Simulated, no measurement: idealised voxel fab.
Title: Process Module voxel wiring stack
cross-section cut | 210 nm wide | cells 5 nm
Notation: cross-section as square-cell grid; stated in bands, top first, going down; one or more cell rows per band.
Read a band's entry like this: the first values are the height of its top and the height of its bottom in nm, and what follows is the sequence of materials from left to right, each with its width in nm. Note that "blank" is empty space, and that a single material marked "throughout" reaches across the band from edge to edge.
Where do heights start? At 0: under that level the wafer as delivered is made of one material only. And the lowest band has no floor; it just carries on downward, as in "0 down".
Graded width ("30 to 40"): value in top row of band = first number; value in bottom row = second number; row-to-row change constant.
You'll sometimes find "no change occurred" written for a step, and that's the way of saying that nowhere in the cross-section did a cell change during that step.
Look at "Voids, enclosed" for the closed voids: empty spaces with no open path to the top, sized 8 cells or up. Each is width x height at distance, distance from the left edge, all nm.
If you see something after the settings on a step's line, that's the simulator's own remark about that step.
overlay nm, on a step with a mask: how far to the right of its planned place the mask lay; to the left if negative
The process steps that were planned are listed below:
step 1: RECEIVE: material Si
step 2: CONFORMAL_DEP: material SiO2, thk nm 10
step 3: DIRECTIONAL_DEP: material TiN, thk nm 5
step 4: DIRECTIONAL_DEP: material W, thk nm 25
step 5: PATTERN: tone cover, mask id METAL_1, material resist, width nm 30, pitch nm 55, thk nm 15, overlay nm 0
step 6: DIRECTIONAL_ETCH: etch materials W, depth nm 25
step 7: DIRECTIONAL_ETCH: etch materials TiN, depth nm 5
step 8: STRIP: etch materials resist
step 9: FILL_DEP: material lowk, thk nm 5
step 10: CMP: height nm 40
step 11: CONFORMAL_DEP: material SiCN, thk nm 5
step 12: DIRECTIONAL_DEP: material lowk, thk nm 10
step 13: DIRECTIONAL_DEP: material aC, thk nm 15
step 14: PATTERN: tone open, mask id PLUG_1, material resist, width nm 15, pitch nm 55, thk nm 30, overlay nm 0
step 15: DIRECTIONAL_ETCH: etch materials aC, depth nm 15
step 16: STRIP: etch materials resist
step 17: DIRECTIONAL_ETCH: etch materials lowk, depth nm 10
step 18: DIRECTIONAL_ETCH: etch materials SiCN, depth nm 5
step 19: STRIP: etch materials aC
step 20: EPI: material Ru, thk nm 10
step 21: EPI: material Ru, thk nm 5
step 22: CONFORMAL_DEP: material SiCN, thk nm 5
step 23: DIRECTIONAL_DEP: material SiO2, thk nm 25
step 24: DIRECTIONAL_DEP: material aC, thk nm 10
step 25: PATTERN: tone open, mask id METAL_2, material resist, width nm 30, pitch nm 55, thk nm 25, overlay nm 0
step 26: DIRECTIONAL_ETCH: etch materials aC, depth nm 10
step 27: STRIP: etch materials resist
step 28: DIRECTIONAL_ETCH: etch materials SiO2, depth nm 25
step 29: DIRECTIONAL_ETCH: etch materials SiCN, depth nm 5
step 30: STRIP: etch materials aC
step 31: CONFORMAL_DEP: material TiN, thk nm 5
step 32: FILL_DEP: material W, thk nm 5
step 33: CMP: height nm 85
step 34: CONFORMAL_DEP: material SiN, thk nm 5
Wafer as received: cross-section following step 1:
    0 down  Si throughout
    Voids, enclosed: none
Look at the cross-section after the module: the wafer started out the way shown above and the plan was the one shown above, yet one mistake was made along the way:
    90 to 85  SiN throughout
    85 to 60  SiO2=35 | TiN=5 | W=20 | TiN=5 | SiO2=25 | TiN=5 | W=20 | TiN=5 | SiO2=25 | TiN=5 | W=20 | TiN=5 | SiO2=35
    60 to 55  SiCN=35 | TiN=30 | SiCN=25 | TiN=30 | SiCN=25 | TiN=30 | SiCN=35
    55 to 45  lowk=35 | Ru=15 | lowk=40 | Ru=15 | lowk=40 | Ru=15 | lowk=50
    45 to 40  SiCN=35 | Ru=15 | SiCN=40 | Ru=15 | SiCN=40 | Ru=15 | SiCN=50
    40 to 15  lowk=35 | W=30 | lowk=25 | W=30 | lowk=25 | W=30 | lowk=35
    15 to 5  SiO2 throughout
    5 to 0  TiN throughout
    0 down  Si throughout
    Voids, enclosed: none
What was the processing mistake? steps 2 and 3 traded places in the executed sequence
